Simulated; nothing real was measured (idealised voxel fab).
process module | voxel plated lines
Square cells of 5 nm make up the cross-section cut, whose width is 265 nm.
The cross-sections in this document take the form of a grid made of square cells. They are written out as bands, in order from top to bottom. Each band consists of one or more rows of cells. A band entry consists of two parts. The first gives the height of the band's top and the height of its bottom, in nm. The rest lists the band's materials from left to right, each with its width in nm. A single material labelled with the word "everywhere" fills the band from edge to edge, and the word "empty" marks empty space. Heights are measured from 0, the level below which the as-received wafer is all one material; the lowest band has no bottom and continues downward, written as in "top 0, no bottom". With a width like "30..40", each row of cells in the band differs from the next by the same amount, the top row carrying the first number and the bottom row the second. A step reported as "remains unaltered" is a step in which no cell of the cross-section changed. Closed empty spaces (no open way to the top) of 8 cells or more are what "Sealed-off cavities" lists, each as width x height at distance from the left edge, nm for all three. Read whatever lies past the settings on a step's line as the simulator's own remark about the step. When a step includes a mask, the "overlay nm" setting on its line states how far to the right of its planned place that mask lay, and negative values state how far to the left.
**Planned step list for the process**
1) RECEIVE, material Si
2) CONFORMAL_DEP, material SiO2, thk nm 15
3) DIRECTIONAL_DEP, material TiN, thk nm 5
4) PATTERN, tone open, mask id LINES, material resist, width nm 20, pitch nm 50, thk nm 20, overlay nm 0
5) EPI, material Ru, thk nm 5
6) STRIP, etch materials resist
7) DIRECTIONAL_ETCH, etch materials TiN, depth nm 5
8) CONFORMAL_DEP, material SiN, thk nm 10
**first wafer, as planned**
**Incoming wafer, cross-sectional view, post step 1**
top 0, no bottom  Si everywhere
Sealed-off cavities: none
**Take a look at the wafer's cross-section after step 2**
top 15, bottom 0  SiO2 everywhere
Below 0, no change.
**Take a look at the wafer's cross-section after step 3**
top 20, bottom 15  TiN everywhere
Below 15, no change.
**Take a look at the wafer's cross-section after step 4**
top 40, bottom 20  45 resist; 20 empty; 30 resist; 20 empty; 30 resist; 20 empty; 30 resist; 20 empty; 50 resist
Below 20, no change.
**Take a look at the wafer's cross-section after step 5**
top 40, bottom 25  45 resist; 20 empty; 30 resist; 20 empty; 30 resist; 20 empty; 30 resist; 20 empty; 50 resist
top 25, bottom 20  45 resist; 20 Ru; 30 resist; 20 Ru; 30 resist; 20 Ru; 30 resist; 20 Ru; 50 resist
Below 20, no change.
**Take a look at the wafer's cross-section after step 6**
top 25, bottom 20  45 empty; 20 Ru; 30 empty; 20 Ru; 30 empty; 20 Ru; 30 empty; 20 Ru; 50 empty
Below 20, no change.
**Take a look at the wafer's cross-section after step 7**
top 25, bottom 20  45 empty; 20 Ru; 30 empty; 20 Ru; 30 empty; 20 Ru; 30 empty; 20 Ru; 50 empty
top 20, bottom 15  45 empty; 20 TiN; 30 empty; 20 TiN; 30 empty; 20 TiN; 30 empty; 20 TiN; 50 empty
Below 15, no change.
**Take a look at the wafer's cross-section after step 8**
top 35, bottom 25  35 empty; 40 SiN; 10 empty; 40 SiN; 10 empty; 40 SiN; 10 empty; 40 SiN; 40 empty
top 25, bottom 20  45 SiN; 20 Ru; 30 SiN; 20 Ru; 30 SiN; 20 Ru; 30 SiN; 20 Ru; 50 SiN
top 20, bottom 15  45 SiN; 20 TiN; 30 SiN; 20 TiN; 30 SiN; 20 TiN; 30 SiN; 20 TiN; 50 SiN
Below 15, no change.
**It is to be noted that the second wafer proceeded from the same initial state and according to the same plan as the first, although one mistake was committed in its execution; through step 3, inclusive, the two wafers share an identical history**
**Second wafer cross-section, taken as of the time the plan sets for step 4 to be done**
top 40, bottom 20  45 empty; 20 resist; 30 empty; 20 resist; 30 empty; 20 resist; 30 empty; 20 resist; 50 empty
Below 20, no change.
**Second wafer cross-section, taken as of the time the plan sets for step 5 to be done**
top 40, bottom 25  45 empty; 20 resist; 30 empty; 20 resist; 30 empty; 20 resist; 30 empty; 20 resist; 50 empty
top 25, bottom 20  45 Ru; 20 resist; 30 Ru; 20 resist; 30 Ru; 20 resist; 30 Ru; 20 resist; 50 Ru
Below 20, no change.
**Second wafer cross-section, taken as of the time the plan sets for step 6 to be done**
top 25, bottom 20  45 Ru; 20 empty; 30 Ru; 20 empty; 30 Ru; 20 empty; 30 Ru; 20 empty; 50 Ru
Below 20, no change.
**Second wafer cross-section, taken as of the time the plan sets for step 7 to be done**
top 25, bottom 20  45 Ru; 20 empty; 30 Ru; 20 empty; 30 Ru; 20 empty; 30 Ru; 20 empty; 50 Ru
top 20, bottom 15  45 TiN; 20 empty; 30 TiN; 20 empty; 30 TiN; 20 empty; 30 TiN; 20 empty; 50 TiN
Below 15, no change.
**Second wafer cross-section, taken as of the time the plan sets for step 8 to be done**
top 35, bottom 25  SiN everywhere
top 25, bottom 20  45 Ru; 20 SiN; 30 Ru; 20 SiN; 30 Ru; 20 SiN; 30 Ru; 20 SiN; 50 Ru
top 20, bottom 15  45 TiN; 20 SiN; 30 TiN; 20 SiN; 30 TiN; 20 SiN; 30 TiN; 20 SiN; 50 TiN
Below 15, no change.
Here's what went sideways: step 4 was not run as planned; what actually ran was PATTERN, tone cover, mask id LINES, material resist, width nm 20, pitch nm 50, thk nm 20, overlay nm 0
End check, counted in cells, second wafer has more or fewer of these materials than the first: +21 Ru | +21 TiN
